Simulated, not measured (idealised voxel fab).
Process module under the name voxel double patterning
FYI the section here is cut, 170 nm wide, cells are 5 nm squares.
Cross-section = grid of square cells, listed top down in bands; band = one or more rows. What a band's entry tells you: where the top is and where the bottom is, as heights in nm, and after that what lies inside, material by material from left to right, each with its width in nm. Empty space is written as the word "blank", and a single material marked with the word "edge to edge" occupies the band from edge to edge. Below 0: as-received wafer, all one material; heights counted from there. Lowest band: no bottom, goes on down, written "0 -> down". Graded width ("30 to 40"): value in top row of band = first number; value in bottom row = second number; row-to-row change constant. Reading "no alterations made" for a step: not a cell of the cross-section changed in it. Listed in "Closed voids list": every empty space of 8 or more cells without an open way to the top. Form: width x height at distance, the distance being from the left edge, all in nm. On a step's line, text after the settings is the simulator commenting on that step. The setting "overlay nm" may be written on the line of a step. When the step uses a mask, the value reports how far to the right of the planned place the mask lay, and a negative value reports that it lay to the left.

THESE ARE THE STEPS WE PLANNED FOR THE PROCESS
- 1: RECEIVE, material Si
- 2: CONFORMAL_DEP, material SiN, thk nm 10
- 3: DIRECTIONAL_DEP, material SiO2, thk nm 10
- 4: DIRECTIONAL_DEP, material SiCN, thk nm 5
- 5: DIRECTIONAL_DEP, material aC, thk nm 15
- 6: PATTERN, tone open, mask id FIRST, material resist, width nm 15, pitch nm 50, thk nm 30, overlay nm 0
- 7: DIRECTIONAL_ETCH, etch materials aC, depth nm 15
- 8: STRIP, etch materials resist
- 9: DIRECTIONAL_ETCH, etch materials SiCN, depth nm 5
- 10: STRIP, etch materials aC
- 11: DIRECTIONAL_DEP, material aC, thk nm 15
- 12: PATTERN, tone open, mask id SECOND, material resist, width nm 15, pitch nm 50, thk nm 30, overlay nm 0
- 13: DIRECTIONAL_ETCH, etch materials aC, depth nm 15
- 14: STRIP, etch materials resist
- 15: DIRECTIONAL_ETCH, etch materials SiCN, depth nm 5
- 16: STRIP, etch materials aC
- 17: DIRECTIONAL_ETCH, etch materials SiO2, depth nm 10
- 18: STRIP, etch materials SiCN

RECEIVED-STATE CROSS-SECTION, REFLECTING COMPLETION OF STEP 1
- 0 -> down: Si edge to edge
- Closed voids list: none

RUN AS PLANNED - FIRST OF THE TWO WAFERS CROSS-SECTIONED AT THE END OF THE MODULE
- 20 -> 10: SiO2: 25 / blank: 15 / SiO2: 10 / blank: 15 / SiO2: 10 / blank: 15 / SiO2: 10 / blank: 15 / SiO2: 10 / blank: 15 / SiO2: 30
- 10 -> 0: SiN edge to edge
- 0 -> down: Si edge to edge
- Closed voids list: none

WAFER TWO, END OF MODULE, CROSS-SECTION. SAME START, SAME PLAN AS WAFER ONE. ONE MISTAKE IN THE RUN
- 10 -> 0: SiO2: 25 / blank: 15 / SiO2: 10 / blank: 15 / SiO2: 10 / blank: 15 / SiO2: 10 / blank: 15 / SiO2: 10 / blank: 15 / SiO2: 30
- 0 -> down: Si edge to edge
- Closed voids list: none
What was the processing mistake? with respect to the plan, step 2 was omitted and not executed
Final difference in cells, second wafer against first, listed per material as more or fewer: 68 fewer of SiN
